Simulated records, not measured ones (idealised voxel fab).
process module | voxel wiring stack
cross-section cut | 275 nm wide | cells 5 nm
A cross-section is a grid of square cells, given in bands from the top down. A band is one or more rows of cells.
Each band's line starts with the height of the band's top and of its bottom, in nm. Then come its materials from left to right, each with its width in nm. One material with "throughout" fills the band from edge to edge. "air" is empty space.
Height 0 is the level under which the wafer as received is all one material. The lowest band goes on downwards, as in "0 down".
A width such as "30 to 40" changes by the same amount from each row of cells to the next, from the band's top row to its bottom row.
"no change" after a step means that no cell of the cross-section changed.
closed voids: empty space of 8 cells or more with no open way to the top, each as width x height at its distance from the left edge, in nm
after a step's settings: what the simulator itself notes on the step
overlay nm, on a step with a mask: how far to the right of its planned place the mask lay; to the left if negative
plan
1 op RECEIVE | material Si
2 op CONFORMAL_DEP | material SiO2 | thk nm 10
3 op DIRECTIONAL_DEP | material TiN | thk nm 5
4 op DIRECTIONAL_DEP | material W | thk nm 15
5 op DIRECTIONAL_DEP | material aC | thk nm 15
6 op PATTERN | tone cover | mask id METAL_1 | material resist | width nm 30 | pitch nm 55 | thk nm 30 | overlay nm 0
7 op DIRECTIONAL_ETCH | etch materials aC | depth nm 15
8 op STRIP | etch materials resist
9 op DIRECTIONAL_ETCH | etch materials W | depth nm 15
10 op DIRECTIONAL_ETCH | etch materials TiN | depth nm 5
11 op STRIP | etch materials aC
12 op CONFORMAL_DEP | material SiCN | thk nm 5
13 op FILL_DEP | material SiO2 | thk nm 10
14 op CMP | height nm 30
15 op CONFORMAL_DEP | material SiCN | thk nm 5
16 op DIRECTIONAL_DEP | material SiO2 | thk nm 20
17 op PATTERN | tone open | mask id PLUG_1 | material resist | width nm 15 | pitch nm 55 | thk nm 20 | overlay nm 0
18 op DIRECTIONAL_ETCH | etch materials SiO2 | depth nm 20
19 op DIRECTIONAL_ETCH | etch materials SiCN | depth nm 5
20 op STRIP | etch materials resist
21 op EPI | material Ru | thk nm 10
22 op EPI | material Ru | thk nm 10
23 op EPI | material Ru | thk nm 5
24 op DIRECTIONAL_DEP | material TiN | thk nm 5
25 op DIRECTIONAL_DEP | material Ru | thk nm 25
26 op DIRECTIONAL_DEP | material aC | thk nm 15
27 op PATTERN | tone cover | mask id METAL_2 | material resist | width nm 30 | pitch nm 55 | thk nm 35 | overlay nm 0
28 op DIRECTIONAL_ETCH | etch materials aC | depth nm 15
29 op STRIP | etch materials resist
30 op DIRECTIONAL_ETCH | etch materials Ru | depth nm 25
31 op DIRECTIONAL_ETCH | etch materials TiN | depth nm 5
32 op STRIP | etch materials aC
33 op FILL_DEP | material lowk | thk nm 5
34 op CMP | height nm 85
35 op CONFORMAL_DEP | material SiCN | thk nm 5
36 op DIRECTIONAL_DEP | material lowk | thk nm 20
37 op PATTERN | tone open | mask id PLUG_2 | material resist | width nm 15 | pitch nm 110 | thk nm 20 | overlay nm 0
38 op DIRECTIONAL_ETCH | etch materials lowk | depth nm 20
39 op DIRECTIONAL_ETCH | etch materials SiCN | depth nm 5
40 op STRIP | etch materials resist
41 op CONFORMAL_DEP | material TiN | thk nm 5
42 op FILL_DEP | material Ru | thk nm 10
43 op CMP | height nm 110
44 op DIRECTIONAL_DEP | material TiN | thk nm 5
45 op DIRECTIONAL_DEP | material Ru | thk nm 15
46 op PATTERN | tone cover | mask id METAL_3 | material resist | width nm 30 | pitch nm 55 | thk nm 20 | overlay nm 0
47 op DIRECTIONAL_ETCH | etch materials Ru | depth nm 15
48 op DIRECTIONAL_ETCH | etch materials TiN | depth nm 5
49 op STRIP | etch materials resist
50 op CONFORMAL_DEP | material SiN | thk nm 5
51 op FILL_DEP | material lowk | thk nm 10
52 op CMP | height nm 130
53 op CONFORMAL_DEP | material SiCN | thk nm 5
54 op DIRECTIONAL_DEP | material SiO2 | thk nm 30
55 op MASKED_ETCH | tone open | mask id METAL_4 | width nm 30 | pitch nm 55 | etch materials SiO2 | depth nm 20 | overlay nm 0
56 op MASKED_ETCH | tone open | mask id METAL_4_HOLES | width nm 15 | pitch nm 55 | etch materials SiO2 | depth nm 10 | overlay nm 0
57 op MASKED_ETCH | tone open | mask id METAL_4_HOLES | width nm 15 | pitch nm 55 | etch materials SiCN | depth nm 5 | overlay nm 0
58 op CONFORMAL_DEP | material TiN | thk nm 5
59 op FILL_DEP | material Cu | thk nm 5
60 op CMP | height nm 165
61 op CONFORMAL_DEP | material SiCN | thk nm 5
as received, after step 1
  0 down: Si throughout
  closed voids: none
a wafer at the end: this start, this plan, one mistake
  170 to 165: SiCN throughout
  165 to 155: SiO2 65 | TiN 5 | Cu 20 | TiN 5 | SiO2 25 | TiN 5 | Cu 20 | TiN 5 | SiO2 25 | TiN 5 | Cu 20 | TiN 5 | SiO2 70
  155 to 150: SiO2 65 | TiN 5 | Cu 5 | TiN 20 | SiO2 25 | TiN 5 | Cu 5 | TiN 20 | SiO2 25 | TiN 5 | Cu 5 | TiN 20 | SiO2 70
  150 to 140: SiO2 65 | TiN 5 | Cu 5 | TiN 5 | SiO2 40 | TiN 5 | Cu 5 | TiN 5 | SiO2 40 | TiN 5 | Cu 5 | TiN 5 | SiO2 85
  140 to 135: SiCN 65 | TiN 15 | SiCN 40 | TiN 15 | SiCN 40 | TiN 15 | SiCN 85
  135 to 130: lowk 60 | SiN 40 | lowk 15 | SiN 40 | lowk 15 | SiN 40 | lowk 65
  130 to 115: lowk 60 | SiN 5 | Ru 30 | SiN 5 | lowk 15 | SiN 5 | Ru 30 | SiN 5 | lowk 15 | SiN 5 | Ru 30 | SiN 5 | lowk 65
  115 to 110: SiN 65 | TiN 30 | SiN 25 | TiN 30 | SiN 25 | TiN 30 | SiN 70
  110 to 90: lowk 65 | TiN 5 | Ru 5 | TiN 5 | lowk 95 | TiN 5 | Ru 5 | TiN 5 | lowk 85
  90 to 85: SiCN 65 | TiN 15 | SiCN 95 | TiN 15 | SiCN 85
  85 to 60: lowk 65 | Ru 30 | lowk 25 | Ru 30 | lowk 25 | Ru 30 | lowk 70
  60 to 55: lowk 65 | TiN 30 | lowk 25 | TiN 30 | lowk 25 | TiN 30 | lowk 70
  55 to 35: SiO2 65 | Ru 15 | SiO2 40 | Ru 15 | SiO2 40 | Ru 15 | SiO2 85
  35 to 30: SiCN 65 | Ru 15 | SiCN 40 | Ru 15 | SiCN 40 | Ru 15 | SiCN 85
  30 to 15: SiO2 60 | SiCN 5 | W 30 | SiCN 5 | SiO2 15 | SiCN 5 | W 30 | SiCN 5 | SiO2 15 | SiCN 5 | W 30 | SiCN 5 | SiO2 65
  15 to 10: SiCN 65 | TiN 30 | SiCN 25 | TiN 30 | SiCN 25 | TiN 30 | SiCN 70
  10 to 0: SiO2 throughout
  0 down: Si throughout
  closed voids: none
what went wrong: step 52 ran as: op CMP | height nm 135
